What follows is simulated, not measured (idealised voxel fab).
voxel self aligned contacts: a process module
The cross-section on display is named cut; it measures 270 nm wide, and its cells are 5 nm squares.
Each cross-section below is a grid of square cells, stated as bands in top-down order, with one or more rows of cells making up each band.
Look at the band entry: it leads with the top's height and the bottom's height in nm. Then it lists the materials left to right, with a width in nm for each. The word "edge to edge" on a single material says that material fills the band edge to edge. The word "blank" is empty space.
It should be noted that heights are counted from 0, beneath which the wafer as supplied is of one material throughout, and that the lowest band possesses no lower boundary but continues downward, as written in "0 nm and below".
So if you see something like "30 to 40" for the width, read it as the top row of the band sitting at the first number and the bottom row at the second, with every row in between moving by the same amount as the last.
Given "all unchanged" for a step, no cell of the cross-section differs between before and after that step.
For the entry "Trapped void list", the listed items are empty spaces with no open way to the top whose size is 8 cells or more; each item follows the pattern width x height at distance, where distance is from the left edge and all three are in nm.
If you see something after the settings on a step's line, that's the simulator's own remark about that step.
overlay nm: right-of-plan distance of the mask on a masked step; negative values mean left-of-plan.
-- The steps planned for the process are as follows
1: RECEIVE: material Si
2: CONFORMAL_DEP: material SiO2, thk nm 5
3: DIRECTIONAL_DEP: material polySi, thk nm 20
4: DIRECTIONAL_DEP: material SiN, thk nm 20
5: DIRECTIONAL_DEP: material aC, thk nm 15
6: PATTERN: tone cover, mask id GATE, material resist, width nm 25, pitch nm 65, thk nm 30, overlay nm 0
7: DIRECTIONAL_ETCH: etch materials aC, depth nm 15
8: STRIP: etch materials resist
9: DIRECTIONAL_ETCH: etch materials SiN, depth nm 20
10: DIRECTIONAL_ETCH: etch materials polySi, depth nm 20
11: STRIP: etch materials aC
12: CONFORMAL_DEP: material SiN, thk nm 10
13: DIRECTIONAL_ETCH: etch materials SiN, depth nm 10
14: FILL_DEP: material SiO2, thk nm 15
15: CMP: height nm 55
16: MASKED_ETCH: tone open, mask id CONTACT, width nm 50, pitch nm 65, etch materials SiO2, depth nm 55, overlay nm 0
17: CONFORMAL_DEP: material TiN, thk nm 5
18: FILL_DEP: material W, thk nm 5
19: CMP: height nm 55
20: CONFORMAL_DEP: material SiCN, thk nm 5
-- first wafer, as planned
-- Cross-sectional view of the wafer in its as-received condition, corresponding to the state after step 1
0 nm and below  Si edge to edge
Trapped void list: none
-- Wafer xsec, post step 2
5 nm to 0 nm  SiO2 edge to edge
below 0: unchanged
-- Wafer xsec, post step 3
25 nm to 5 nm  polySi edge to edge
below 5: unchanged
-- Wafer xsec, post step 4
45 nm to 25 nm  SiN edge to edge
below 25: unchanged
-- Wafer xsec, post step 5
60 nm to 45 nm  aC edge to edge
below 45: unchanged
-- Wafer xsec, post step 6
90 nm to 60 nm  blank=55, resist=25, blank=40, resist=25, blank=40, resist=25, blank=60
below 60: unchanged
-- Wafer xsec, post step 7
75 nm to 60 nm  blank=55, resist=25, blank=40, resist=25, blank=40, resist=25, blank=60
60 nm to 45 nm  blank=55, aC=25, blank=40, aC=25, blank=40, aC=25, blank=60
below 45: unchanged
-- Wafer xsec, post step 8
60 nm to 45 nm  blank=55, aC=25, blank=40, aC=25, blank=40, aC=25, blank=60
below 45: unchanged
-- Wafer xsec, post step 9
60 nm to 45 nm  blank=55, aC=25, blank=40, aC=25, blank=40, aC=25, blank=60
45 nm to 25 nm  blank=55, SiN=25, blank=40, SiN=25, blank=40, SiN=25, blank=60
below 25: unchanged
-- Wafer xsec, post step 10
60 nm to 45 nm  blank=55, aC=25, blank=40, aC=25, blank=40, aC=25, blank=60
45 nm to 25 nm  blank=55, SiN=25, blank=40, SiN=25, blank=40, SiN=25, blank=60
25 nm to 5 nm  blank=55, polySi=25, blank=40, polySi=25, blank=40, polySi=25, blank=60
below 5: unchanged
-- Wafer xsec, post step 11
45 nm to 25 nm  blank=55, SiN=25, blank=40, SiN=25, blank=40, SiN=25, blank=60
below 25: unchanged
-- Wafer xsec, post step 12
55 nm to 25 nm  blank=45, SiN=45, blank=20, SiN=45, blank=20, SiN=45, blank=50
25 nm to 15 nm  blank=45, SiN=10, polySi=25, SiN=10, blank=20, SiN=10, polySi=25, SiN=10, blank=20, SiN=10, polySi=25, SiN=10, blank=50
15 nm to 5 nm  SiN=55, polySi=25, SiN=40, polySi=25, SiN=40, polySi=25, SiN=60
below 5: unchanged
-- Wafer xsec, post step 13
45 nm to 25 nm  blank=45, SiN=45, blank=20, SiN=45, blank=20, SiN=45, blank=50
25 nm to 5 nm  blank=45, SiN=10, polySi=25, SiN=10, blank=20, SiN=10, polySi=25, SiN=10, blank=20, SiN=10, polySi=25, SiN=10, blank=50
below 5: unchanged
-- Wafer xsec, post step 14
60 nm to 45 nm  SiO2 edge to edge
45 nm to 25 nm  SiO2=45, SiN=45, SiO2=20, SiN=45, SiO2=20, SiN=45, SiO2=50
25 nm to 5 nm  SiO2=45, SiN=10, polySi=25, SiN=10, SiO2=20, SiN=10, polySi=25, SiN=10, SiO2=20, SiN=10, polySi=25, SiN=10, SiO2=50
below 5: unchanged
-- Wafer xsec, post step 15
55 nm to 45 nm  SiO2 edge to edge
below 45: unchanged
-- Wafer xsec, post step 16
55 nm to 45 nm  SiO2=75, blank=50, SiO2=15, blank=50, SiO2=80
45 nm to 25 nm  SiO2=45, SiN=45, blank=20, SiN=45, blank=20, SiN=45, SiO2=50
25 nm to 5 nm  SiO2=45, SiN=10, polySi=25, SiN=10, blank=20, SiN=10, polySi=25, SiN=10, blank=20, SiN=10, polySi=25, SiN=10, SiO2=50
5 nm to 0 nm  SiO2=90, blank=20, SiO2=45, blank=20, SiO2=95
below 0: unchanged
-- Wafer xsec, post step 17
60 nm to 55 nm  TiN=80, blank=40, TiN=25, blank=40, TiN=85
55 nm to 45 nm  SiO2=75, TiN=5 to 20, blank=40 to 10, TiN=5 to 20, SiO2=15, TiN=5 to 20, blank=40 to 10, TiN=5 to 20, SiO2=80
45 nm to 25 nm  SiO2=45, SiN=45, TiN=5, blank=10, TiN=5, SiN=45, TiN=5, blank=10, TiN=5, SiN=45, SiO2=50
25 nm to 5 nm  SiO2=45, SiN=10, polySi=25, SiN=10, TiN=5, blank=10, TiN=5, SiN=10, polySi=25, SiN=10, TiN=5, blank=10, TiN=5, SiN=10, polySi=25, SiN=10, SiO2=50
5 nm to 0 nm  SiO2=90, TiN=20, SiO2=45, TiN=20, SiO2=95
below 0: unchanged
-- Wafer xsec, post step 18
65 nm to 60 nm  W edge to edge
60 nm to 55 nm  TiN=80, W=40, TiN=25, W=40, TiN=85
55 nm to 45 nm  SiO2=75, TiN=5 to 20, W=40 to 10, TiN=5 to 20, SiO2=15, TiN=5 to 20, W=40 to 10, TiN=5 to 20, SiO2=80
45 nm to 25 nm  SiO2=45, SiN=45, TiN=5, W=10, TiN=5, SiN=45, TiN=5, W=10, TiN=5, SiN=45, SiO2=50
25 nm to 5 nm  SiO2=45, SiN=10, polySi=25, SiN=10, TiN=5, W=10, TiN=5, SiN=10, polySi=25, SiN=10, TiN=5, W=10, TiN=5, SiN=10, polySi=25, SiN=10, SiO2=50
below 5: unchanged
-- Wafer xsec, post step 19
55 nm to 45 nm  SiO2=75, TiN=5 to 20, W=40 to 10, TiN=5 to 20, SiO2=15, TiN=5 to 20, W=40 to 10, TiN=5 to 20, SiO2=80
below 45: unchanged
-- Wafer xsec, post step 20
60 nm to 55 nm  SiCN edge to edge
below 55: unchanged
-- The second wafer: identical to the first at the outset and in its planned sequence, differing only in that one mistake was made during processing; up to and including step 5, its path is the first wafer's path
-- What the second wafer looks like in cross-section when step 6 should have wrapped up
90 nm to 60 nm  resist=55, blank=25, resist=40, blank=25, resist=40, blank=25, resist=60
below 60: unchanged
-- What the second wafer looks like in cross-section when step 7 should have wrapped up
75 nm to 60 nm  resist=55, blank=25, resist=40, blank=25, resist=40, blank=25, resist=60
60 nm to 45 nm  aC=55, blank=25, aC=40, blank=25, aC=40, blank=25, aC=60
below 45: unchanged
-- What the second wafer looks like in cross-section when step 8 should have wrapped up
60 nm to 45 nm  aC=55, blank=25, aC=40, blank=25, aC=40, blank=25, aC=60
below 45: unchanged
-- What the second wafer looks like in cross-section when step 9 should have wrapped up
60 nm to 45 nm  aC=55, blank=25, aC=40, blank=25, aC=40, blank=25, aC=60
45 nm to 25 nm  SiN=55, blank=25, SiN=40, blank=25, SiN=40, blank=25, SiN=60
below 25: unchanged
-- What the second wafer looks like in cross-section when step 10 should have wrapped up
60 nm to 45 nm  aC=55, blank=25, aC=40, blank=25, aC=40, blank=25, aC=60
45 nm to 25 nm  SiN=55, blank=25, SiN=40, blank=25, SiN=40, blank=25, SiN=60
25 nm to 5 nm  polySi=55, blank=25, polySi=40, blank=25, polySi=40, blank=25, polySi=60
below 5: unchanged
-- What the second wafer looks like in cross-section when step 11 should have wrapped up
45 nm to 25 nm  SiN=55, blank=25, SiN=40, blank=25, SiN=40, blank=25, SiN=60
below 25: unchanged
-- What the second wafer looks like in cross-section when step 12 should have wrapped up
55 nm to 25 nm  SiN=65, blank=5, SiN=60, blank=5, SiN=60, blank=5, SiN=70
25 nm to 15 nm  polySi=55, SiN=10, blank=5, SiN=10, polySi=40, SiN=10, blank=5, SiN=10, polySi=40, SiN=10, blank=5, SiN=10, polySi=60
15 nm to 5 nm  polySi=55, SiN=25, polySi=40, SiN=25, polySi=40, SiN=25, polySi=60
below 5: unchanged
-- What the second wafer looks like in cross-section when step 13 should have wrapped up
45 nm to 25 nm  SiN=65, blank=5, SiN=60, blank=5, SiN=60, blank=5, SiN=70
25 nm to 5 nm  polySi=55, SiN=10, blank=5, SiN=10, polySi=40, SiN=10, blank=5, SiN=10, polySi=40, SiN=10, blank=5, SiN=10, polySi=60
below 5: unchanged
-- What the second wafer looks like in cross-section when step 14 should have wrapped up
60 nm to 45 nm  SiO2 edge to edge
45 nm to 25 nm  SiN=65, SiO2=5, SiN=60, SiO2=5, SiN=60, SiO2=5, SiN=70
25 nm to 5 nm  polySi=55, SiN=10, SiO2=5, SiN=10, polySi=40, SiN=10, SiO2=5, SiN=10, polySi=40, SiN=10, SiO2=5, SiN=10, polySi=60
below 5: unchanged
-- What the second wafer looks like in cross-section when step 15 should have wrapped up
55 nm to 45 nm  SiO2 edge to edge
below 45: unchanged
-- What the second wafer looks like in cross-section when step 16 should have wrapped up
55 nm to 45 nm  SiO2=75, blank=50, SiO2=15, blank=50, SiO2=80
below 45: unchanged
-- What the second wafer looks like in cross-section when step 17 should have wrapped up
60 nm to 55 nm  TiN=80, blank=40, TiN=25, blank=40, TiN=85
55 nm to 50 nm  SiO2=75, TiN=5, blank=40, TiN=5, SiO2=15, TiN=5, blank=40, TiN=5, SiO2=80
50 nm to 45 nm  SiO2=75, TiN=50, SiO2=15, TiN=50, SiO2=80
below 45: unchanged
-- What the second wafer looks like in cross-section when step 18 should have wrapped up
65 nm to 60 nm  W edge to edge
60 nm to 55 nm  TiN=80, W=40, TiN=25, W=40, TiN=85
55 nm to 50 nm  SiO2=75, TiN=5, W=40, TiN=5, SiO2=15, TiN=5, W=40, TiN=5, SiO2=80
below 50: unchanged
-- What the second wafer looks like in cross-section when step 19 should have wrapped up
55 nm to 50 nm  SiO2=75, TiN=5, W=40, TiN=5, SiO2=15, TiN=5, W=40, TiN=5, SiO2=80
below 50: unchanged
-- What the second wafer looks like in cross-section when step 20 should have wrapped up
60 nm to 55 nm  SiCN edge to edge
below 55: unchanged
what went wrong: rather than as planned, step 6 actually ran as PATTERN: tone open, mask id GATE, material resist, width nm 25, pitch nm 65, thk nm 30, overlay nm 0
It is noted that, at the conclusion of processing, the second wafer exhibits a higher or lower cell count for certain materials relative to the first: SiN: 96 more, SiO2: 120 fewer, TiN: 36 fewer, W: 36 fewer, polySi: 96 more
